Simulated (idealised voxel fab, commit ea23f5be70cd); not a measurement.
Presented below is a process module, voxel self aligned contacts.
Shown is cross-section cut, with a width of 185 nm and square cells of size 5 nm.
This document writes a cross-section as a grid whose cells are square, and gives it as bands, listed from the top down; one or more rows of cells form a band. Per band: top height and bottom height in nm, followed by the left-to-right materials and their widths in nm; "full width" marks a single material spanning edge to edge, "empty" marks empty space. Heights are reckoned from 0. Under this level, the received wafer is all of one material. The bottommost band is open-ended downward, for example "z 0 and below". Read "30 to 40" as a graded width: first number on top, second number at the bottom, same change between each pair of neighbouring rows. Where the words "nothing different" appear for a step, the cross-section shows no cell changed by that step; every cell remained as before. Empty spaces without an open route to the top, at least 8 cells in extent, make up the entry "Closed void table"; each is given as width x height at distance, where the distance is measured from the left edge, and all are in nm. It should be noted that, on the line of a given step, the content following the step's settings is a remark produced by the simulator itself with respect to that step. If you see "overlay nm" on a step's line and that step has a mask, it's telling you how far right of where it was planned the mask ended up; a negative number means it went left instead.
-- The process steps that were planned are listed below
1) RECEIVE | material Si
2) OXIDIZE | depth nm 5
3) DIRECTIONAL_DEP | material polySi | thk nm 25
4) DIRECTIONAL_DEP | material SiN | thk nm 20
5) MASKED_ETCH | tone cover | mask id GATE | width nm 35 | pitch nm 80 | etch materials SiN | depth nm 20 | overlay nm 0
6) MASKED_ETCH | tone cover | mask id GATE | width nm 35 | pitch nm 80 | etch materials polySi | depth nm 25 | overlay nm 0
7) CONFORMAL_DEP | material SiN | thk nm 10
8) DIRECTIONAL_ETCH | etch materials SiN | depth nm 10
9) FILL_DEP | material SiO2 | thk nm 20
10) CMP | height nm 55
11) PATTERN | tone open | mask id CONTACT | material resist | width nm 55 | thk nm 15 | overlay nm 0
12) DIRECTIONAL_ETCH | etch materials SiO2 | depth nm 60
13) STRIP | etch materials resist
14) CONFORMAL_DEP | material TiN | thk nm 5
15) FILL_DEP | material Ru | thk nm 10
16) CMP | height nm 55
17) CONFORMAL_DEP | material SiCN | thk nm 5
-- Cross-section, incoming material, after step 1
- z 0 and below: Si full width
- Closed void table: none
-- Looking at the first of two wafers in cross-section at end of module - ran to plan
- z 60 to 55: SiCN full width
- z 55 to 45: 65 of SiO2 | 5 to 20 of TiN | 45 to 15 of Ru | 5 to 20 of TiN | 65 of SiO2
- z 45 to 25: 25 of SiO2 | 55 of SiN | 5 of TiN | 15 of Ru | 5 of TiN | 55 of SiN | 25 of SiO2
- z 25 to 0: 25 of SiO2 | 10 of SiN | 35 of polySi | 10 of SiN | 5 of TiN | 15 of Ru | 5 of TiN | 10 of SiN | 35 of polySi | 10 of SiN | 25 of SiO2
- z 0 to -5: 80 of SiO2 | 25 of TiN | 80 of SiO2
- z -5 and below: Si full width
- Closed void table: none
-- Now the second wafer, cross-sectioned at the end of the module. Nothing different at the start, nothing different in the plan compared with the first, just one mistake when it was actually run
- z 60 to 55: SiCN full width
- z 55 to 45: 65 of SiO2 | 5 to 20 of TiN | 45 to 15 of Ru | 5 to 20 of TiN | 65 of SiO2
- z 45 to 25: 25 of SiO2 | 55 of SiN | 5 of TiN | 15 of Ru | 5 of TiN | 55 of SiN | 25 of SiO2
- z 25 to 20: 80 of SiO2 | 25 of TiN | 80 of SiO2
- z 20 to 0: polySi full width
- z 0 and below: Si full width
- Closed void table: none
It is concluded that the wafer was processed incorrectly with respect to the plan, in that steps 2 and 3 traded places in the executed sequence
Wrapping up, a cell-based count of both wafers puts the second over or under the first for these materials: -15 Ru, +37 Si, -40 SiN, -50 SiO2, -10 TiN, +78 polySi
